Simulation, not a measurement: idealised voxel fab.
Process module in this document: voxel gate over fins
Pictured: cross-section cut, 250 nm wide, on a grid of 5 nm square cells.
Format of a cross-section: grid, square cells. Given as bands. Order: top down. Band: one or more rows of cells. Look at the band entry: it leads with the top's height and the bottom's height in nm. Then it lists the materials left to right, with a width in nm for each. The word "all across" on a single material says that material fills the band edge to edge. The word "air" is empty space. Heights are measured from 0, the level below which the as-received wafer is all one material; the lowest band has no bottom and continues downward, written as in "0 nm and below". You'd read "30..40" like this: the band's top row of cells is as wide as the first number, its bottom row is as wide as the second, and going down, every row changes width by the same amount as the row before did. Given "identical to before" for a step, no cell of the cross-section differs between before and after that step. "Closed void listing": sealed empty spaces, 8 cells or more, no open way to top, listed width x height at distance, with distance from the left edge and width, height and distance in nm. On a step's line, text after the settings is the simulator commenting on that step. overlay nm: how far to the right of its planned place the mask lay on this masked step (negative: to the left).
Below is the list of planned process steps:
1,RECEIVE | material Si
2,CONFORMAL_DEP | material SiN | thk nm 10
3,PATTERN | tone cover | mask id FINS | material resist | width nm 15 | pitch nm 60 | thk nm 20 | overlay nm 0
4,DIRECTIONAL_ETCH | etch materials SiN | depth nm 10
5,DIRECTIONAL_ETCH | etch materials Si | depth nm 40
6,STRIP | etch materials resist
7,OXIDIZE | depth nm 5
8,FILL_DEP | material SiO2 | thk nm 5
9,CMP | height nm 10
10,MASKED_ETCH | tone open | mask id RAIL | width nm 15 | etch materials SiO2 | depth nm 45 | overlay nm 0
11,CONFORMAL_DEP | material TiN | thk nm 5
12,FILL_DEP | material Ru | thk nm 10
13,CMP | height nm 10
14,SELECTIVE_ETCH | etch materials W Ru TiN | depth nm 25
15,FILL_DEP | material SiO2 | thk nm 5
16,CMP | height nm 10
17,SELECTIVE_ETCH | etch materials SiO2 | depth nm 20
18,STRIP | etch materials SiN
19,CONFORMAL_DEP | material HfO2 | thk nm 5
20,CONFORMAL_DEP | material TiN | thk nm 5
21,CONFORMAL_DEP | material TiAl | thk nm 5
22,CONFORMAL_DEP | material TiN | thk nm 5
23,FILL_DEP | material W | thk nm 10
24,CMP | height nm 25
25,CONFORMAL_DEP | material SiCN | thk nm 10
Cross-section of the wafer as it came to us, i.e., already through step 1:
- 0 nm and below: Si all across
- Closed void listing: none
Result of the module, cross-sectioned: start per above, plan per above, one error in how it was run:
- 35 nm to 25 nm: SiCN all across
- 25 nm to 20 nm: 35 of W / 5 of TiN / 45 of TiAl / 5 of TiN / 160 of W
- 20 nm to 15 nm: 10 of W / 30 of TiN / 5 of TiAl / 35 of TiN / 5 of TiAl / 30 of TiN / 15 of W / 45 of TiN / 15 of W / 45 of TiN / 15 of W
- 15 nm to 10 nm: 10 of W / 5 of TiN / 30 of TiAl / 5 of TiN / 25 of HfO2 / 5 of TiN / 30 of TiAl / 5 of TiN / 15 of W / 5 of TiN / 35 of TiAl / 5 of TiN / 15 of W / 5 of TiN / 35 of TiAl / 5 of TiN / 15 of W
- 10 nm to 5 nm: 15 of TiN / 5 of TiAl / 30 of TiN / 5 of HfO2 / 5 of SiCN / 5 of HfO2 / 5 of SiCN / 5 of HfO2 / 30 of TiN / 5 of TiAl / 25 of TiN / 5 of TiAl / 25 of TiN / 5 of TiAl / 25 of TiN / 5 of TiAl / 25 of TiN / 5 of TiAl / 20 of TiN
- 5 nm to 0 nm: 20 of TiAl / 5 of TiN / 15 of HfO2 / 10 of TiN / 5 of HfO2 / 5 of SiCN / 5 of HfO2 / 5 of SiCN / 5 of HfO2 / 10 of TiN / 15 of HfO2 / 5 of TiN / 35 of TiAl / 5 of TiN / 15 of HfO2 / 5 of TiN / 35 of TiAl / 5 of TiN / 15 of HfO2 / 5 of TiN / 25 of TiAl
- 0 nm to -5 nm: 25 of TiN / 5 of HfO2 / 5 of Si / 5 of HfO2 / 10 of TiN / 5 of HfO2 / 5 of SiCN / 5 of HfO2 / 5 of SiCN / 5 of HfO2 / 10 of TiN / 5 of HfO2 / 5 of Si / 5 of HfO2 / 45 of TiN / 5 of HfO2 / 5 of Si / 5 of HfO2 / 45 of TiN / 5 of HfO2 / 5 of Si / 5 of HfO2 / 30 of TiN
- -5 nm to -10 nm: 30 of HfO2 / 5 of Si / 20 of HfO2 / 5 of SiCN / 5 of HfO2 / 5 of SiCN / 20 of HfO2 / 5 of Si / 55 of HfO2 / 5 of Si / 55 of HfO2 / 5 of Si / 35 of HfO2
- -10 nm to -15 nm: 30 of SiO2 / 5 of Si / 20 of SiO2 / 5 of SiCN / 5 of SiO2 / 5 of SiCN / 20 of SiO2 / 5 of Si / 55 of SiO2 / 5 of Si / 55 of SiO2 / 5 of Si / 35 of SiO2
- -15 nm to -30 nm: 30 of SiO2 / 5 of Si / 20 of SiO2 / 5 of SiCN / 5 of Ru / 5 of SiCN / 20 of SiO2 / 5 of Si / 55 of SiO2 / 5 of Si / 55 of SiO2 / 5 of Si / 35 of SiO2
- -30 nm to -35 nm: 30 of SiO2 / 5 of Si / 20 of SiO2 / 15 of SiCN / 20 of SiO2 / 5 of Si / 55 of SiO2 / 5 of Si / 55 of SiO2 / 5 of Si / 35 of SiO2
- -35 nm to -45 nm: 30 of SiO2 / 5 of Si / 55 of SiO2 / 5 of Si / 55 of SiO2 / 5 of Si / 55 of SiO2 / 5 of Si / 35 of SiO2
- -45 nm and below: Si all across
- Closed void listing: none
Want to know what went wrong? not per plan at step 11, really ran CONFORMAL_DEP | material SiCN | thk nm 5
